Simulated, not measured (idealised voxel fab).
process module | voxel air gaps
cross-section cut | 175 nm wide | cells 5 nm
A cross-section is a grid of square cells, given in bands from the top down. A band is one or more rows of cells.
Each band's line starts with the height of the band's top and of its bottom, in nm. Then come its materials from left to right, each with its width in nm. One material with "throughout" fills the band from edge to edge. "air" is empty space.
Height 0 is the level under which the wafer as received is all one material. The lowest band goes on downwards, as in "0 down".
A width such as "30 to 40" changes by the same amount from each row of cells to the next, from the band's top row to its bottom row.
"no change" after a step means that no cell of the cross-section changed.
closed voids: empty space of 8 cells or more with no open way to the top, each as width x height at its distance from the left edge, in nm
after a step's settings: what the simulator itself notes on the step
overlay nm, on a step with a mask: how far to the right of its planned place the mask lay; to the left if negative
plan
1 op RECEIVE | material Si
2 op CONFORMAL_DEP | material SiO2 | thk nm 15
3 op CONFORMAL_DEP | material SiCN | thk nm 5
4 op DIRECTIONAL_DEP | material lowk | thk nm 35
5 op DIRECTIONAL_DEP | material aC | thk nm 15
6 op PATTERN | tone open | mask id LINES | material resist | width nm 25 | pitch nm 50 | thk nm 30 | overlay nm 0
7 op DIRECTIONAL_ETCH | etch materials aC | depth nm 15
8 op STRIP | etch materials resist
9 op DIRECTIONAL_ETCH | etch materials lowk | depth nm 35
10 op STRIP | etch materials aC
11 op CONFORMAL_DEP | material TiN | thk nm 5
12 op FILL_DEP | material Cu | thk nm 5
13 op CMP | height nm 55
14 op EPI | material Ru | thk nm 10
15 op SELECTIVE_ETCH | etch materials lowk | depth nm 45
16 op CONFORMAL_DEP | material SiCN | thk nm 5
as received, after step 1
  0 down: Si throughout
  closed voids: none
first wafer at the end, as planned
  70 to 65: air 10 | SiCN 155 | air 10
  65 to 55: air 10 | SiCN 5 | Ru 45 | SiCN 5 | Ru 45 | SiCN 5 | Ru 45 | SiCN 5 | air 10
  55 to 50: air 10 | SiCN 15 | TiN 5 | Cu 15 | TiN 5 | SiCN 25 | TiN 5 | Cu 15 | TiN 5 | SiCN 25 | TiN 5 | Cu 15 | TiN 5 | SiCN 15 | air 10
  50 to 25: air 20 | SiCN 5 | TiN 5 | Cu 15 | TiN 5 | SiCN 5 | air 15 | SiCN 5 | TiN 5 | Cu 15 | TiN 5 | SiCN 5 | air 15 | SiCN 5 | TiN 5 | Cu 15 | TiN 5 | SiCN 5 | air 20
  25 to 20: SiCN 25 | TiN 25 | SiCN 25 | TiN 25 | SiCN 25 | TiN 25 | SiCN 25
  20 to 15: SiCN throughout
  15 to 0: SiO2 throughout
  0 down: Si throughout
  closed voids: 15 x 25 at 55; 15 x 25 at 105
second wafer at the end: like start, like plan, one mistake
  70 to 65: air 15 | SiCN 155 | air 5
  65 to 55: air 15 | SiCN 5 | Ru 45 | SiCN 5 | Ru 45 | SiCN 5 | Ru 45 | SiCN 5 | air 5
  55 to 50: air 15 | SiCN 15 | TiN 5 | Cu 15 | TiN 5 | SiCN 25 | TiN 5 | Cu 15 | TiN 5 | SiCN 25 | TiN 5 | Cu 15 | TiN 5 | SiCN 15 | air 5
  50 to 25: air 25 | SiCN 5 | TiN 5 | Cu 15 | TiN 5 | SiCN 5 | air 15 | SiCN 5 | TiN 5 | Cu 15 | TiN 5 | SiCN 5 | air 15 | SiCN 5 | TiN 5 | Cu 15 | TiN 5 | SiCN 5 | air 15
  25 to 20: SiCN 30 | TiN 25 | SiCN 25 | TiN 25 | SiCN 25 | TiN 25 | SiCN 20
  20 to 15: SiCN throughout
  15 to 0: SiO2 throughout
  0 down: Si throughout
  closed voids: 15 x 25 at 60; 15 x 25 at 110
what went wrong: step 6 ran as: op PATTERN | tone open | mask id LINES | material resist | width nm 25 | pitch nm 50 | thk nm 30 | overlay nm 5
at the end the second wafer has, in cells: as many of each material as the first, in other places
